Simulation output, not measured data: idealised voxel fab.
This is a process module. Its name is voxel capacitor over wiring.
In the cross-section labelled cut, the width is 245 nm and each square cell is 5 nm.
Cross-section, as written here: a square-cell grid given band by band from the top down, where a band holds one or more rows of cells.
It is stipulated that each band's entry specify, in nanometres, the height of the top of the band and then that of its bottom, followed by the materials of the band in left-to-right sequence, each together with its width in nanometres. A single material marked by the word "everywhere" is understood to fill the band from edge to edge; the word "empty" is understood to denote empty space.
A quick word on heights: they are counted from 0, and under that level the wafer as it came to us is one material throughout. The lowest band is different from the rest in having no bottom; it simply continues downward, written as in "z 0 and below".
Width "30->40": first value at the band's top row of cells, second value at its bottom row, equal change from row to row.
Where a step carries "remained unchanged", the cross-section came out of it unchanged, cell for cell.
In the "Sealed void list" entry, you get each enclosed empty space of 8 cells or more, one with no open way to the top, written width x height at distance, distance from the left edge, in nm.
Read whatever lies past the settings on a step's line as the simulator's own remark about the step.
When a step includes a mask, the "overlay nm" setting on its line states how far to the right of its planned place that mask lay, and negative values state how far to the left.

[Process steps foreseen in the plan]
1,RECEIVE: material Si
2,CONFORMAL_DEP: material SiO2, thk nm 15
3,CONFORMAL_DEP: material SiN, thk nm 5
4,DIRECTIONAL_DEP: material SiO2, thk nm 20
5,DIRECTIONAL_DEP: material aC, thk nm 10
6,PATTERN: tone open, mask id METAL_1, material resist, width nm 25, pitch nm 90, thk nm 25, overlay nm 0
7,DIRECTIONAL_ETCH: etch materials aC, depth nm 10
8,STRIP: etch materials resist
9,DIRECTIONAL_ETCH: etch materials SiO2, depth nm 20
10,DIRECTIONAL_ETCH: etch materials SiN, depth nm 5
11,STRIP: etch materials aC
12,CONFORMAL_DEP: material TiN, thk nm 5
13,FILL_DEP: material W, thk nm 10
14,CMP: height nm 40
15,CONFORMAL_DEP: material SiCN, thk nm 5
16,DIRECTIONAL_DEP: material lowk, thk nm 20
17,MASKED_ETCH: tone open, mask id PLUG_1, width nm 15, etch materials lowk, depth nm 20, overlay nm 0
18,MASKED_ETCH: tone open, mask id PLUG_1, width nm 15, etch materials SiCN, depth nm 5, overlay nm 0
19,CONFORMAL_DEP: material TiN, thk nm 5
20,FILL_DEP: material W, thk nm 5
21,CMP: height nm 65
22,DIRECTIONAL_DEP: material TiN, thk nm 10
23,DIRECTIONAL_DEP: material HfO2, thk nm 5
24,DIRECTIONAL_DEP: material TiN, thk nm 10
25,DIRECTIONAL_DEP: material aC, thk nm 15
26,PATTERN: tone cover, mask id UPPER_PLATE, material resist, width nm 70, thk nm 30, overlay nm 0
27,DIRECTIONAL_ETCH: etch materials aC, depth nm 15
28,STRIP: etch materials resist
29,DIRECTIONAL_ETCH: etch materials TiN, depth nm 10
30,DIRECTIONAL_ETCH: etch materials HfO2, depth nm 5
31,STRIP: etch materials aC
32,DIRECTIONAL_DEP: material aC, thk nm 15
33,PATTERN: tone cover, mask id LOWER_PLATE, material resist, width nm 80, thk nm 30, overlay nm 0
34,DIRECTIONAL_ETCH: etch materials aC, depth nm 15
35,STRIP: etch materials resist
36,DIRECTIONAL_ETCH: etch materials TiN, depth nm 10
37,STRIP: etch materials aC
38,FILL_DEP: material SiO2, thk nm 15
39,CMP: height nm 100
40,DIRECTIONAL_DEP: material aC, thk nm 15
41,PATTERN: tone open, mask id PLUG_2, material resist, width nm 15, thk nm 35, overlay nm 0
42,DIRECTIONAL_ETCH: etch materials aC, depth nm 15
43,STRIP: etch materials resist
44,DIRECTIONAL_ETCH: etch materials SiO2, depth nm 10
45,STRIP: etch materials aC
46,CONFORMAL_DEP: material TiN, thk nm 5
47,FILL_DEP: material Ru, thk nm 10
48,CMP: height nm 100
49,CONFORMAL_DEP: material SiN, thk nm 5
Heads up: all these wafers start the same, and what changes between them is the width nm in step 17. The value you see in the plan is just what the first wafer got.

[The first of several wafers as received, shown in cross-section; this is its state after step 1]
- z 0 and below = Si everywhere
- Sealed void list: none

[Basically each wafer gets a line in the table, showing it at the end of the module: material by material, the cells it gained (+) or lost (-) since we got it, then its closed voids]
width nm 15 | +14 HfO2 | +1 Ru | +46 SiCN | +88 SiN | +566 SiO2 | +102 TiN | +28 W | +184 lowk | Sealed void list: none
width nm 20 | +14 HfO2 | +1 Ru | +46 SiCN | +88 SiN | +566 SiO2 | +103 TiN | +31 W | +180 lowk | Sealed void list: none
width nm 25 | +14 HfO2 | +1 Ru | +46 SiCN | +88 SiN | +566 SiO2 | +104 TiN | +34 W | +176 lowk | Sealed void list: none
width nm 30 | +14 HfO2 | +1 Ru | +46 SiCN | +88 SiN | +566 SiO2 | +105 TiN | +37 W | +172 lowk | Sealed void list: none
